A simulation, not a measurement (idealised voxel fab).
process module | voxel ribs on slabs
cross-section cut | 215 nm wide | cells 5 nm
A cross-section is a grid of square cells, given in bands from the top down. A band is one or more rows of cells.
Each band's line starts with the height of the band's top and of its bottom, in nm. Then come its materials from left to right, each with its width in nm. One material with "throughout" fills the band from edge to edge. "air" is empty space.
Height 0 is the level under which the wafer as received is all one material. The lowest band goes on downwards, as in "0 down".
A width such as "30 to 40" changes by the same amount from each row of cells to the next, from the band's top row to its bottom row.
"no change" after a step means that no cell of the cross-section changed.
closed voids: empty space of 8 cells or more with no open way to the top, each as width x height at its distance from the left edge, in nm
after a step's settings: what the simulator itself notes on the step
overlay nm, on a step with a mask: how far to the right of its planned place the mask lay; to the left if negative
plan
1 op RECEIVE | material Si
2 op DIRECTIONAL_DEP | material SiO2 | thk nm 30
3 op DIRECTIONAL_DEP | material polySi | thk nm 25
4 op DIRECTIONAL_DEP | material aC | thk nm 15
5 op PATTERN | tone cover | mask id RIB | material resist | width nm 15 | thk nm 35 | overlay nm 0
6 op DIRECTIONAL_ETCH | etch materials aC | depth nm 15
7 op STRIP | etch materials resist
8 op DIRECTIONAL_ETCH | etch materials polySi | depth nm 20
9 op STRIP | etch materials aC
10 op DIRECTIONAL_DEP | material aC | thk nm 10
11 op PATTERN | tone cover | mask id SLAB | material resist | width nm 55 | thk nm 30 | overlay nm 0
12 op DIRECTIONAL_ETCH | etch materials aC | depth nm 10
13 op STRIP | etch materials resist
14 op DIRECTIONAL_ETCH | etch materials polySi | depth nm 5
15 op STRIP | etch materials aC
16 op FILL_DEP | material SiO2 | thk nm 25
17 op CMP | height nm 70
18 op DIRECTIONAL_DEP | material W | thk nm 5
19 op MASKED_ETCH | tone cover | mask id HEATER | width nm 25 | etch materials W | depth nm 5 | overlay nm 0
20 op CONFORMAL_DEP | material SiN | thk nm 5
as received, after step 1
  0 down: Si throughout
  closed voids: none
a wafer at the end: this start, this plan, one mistake
  75 to 70: air 95 | W 25 | air 95
  70 to 55: SiO2 throughout
  55 to 35: SiO2 100 | polySi 15 | SiO2 100
  35 to 30: SiO2 80 | polySi 55 | SiO2 80
  30 to 0: SiO2 throughout
  0 down: Si throughout
  closed voids: none
what went wrong: step 20 was left out
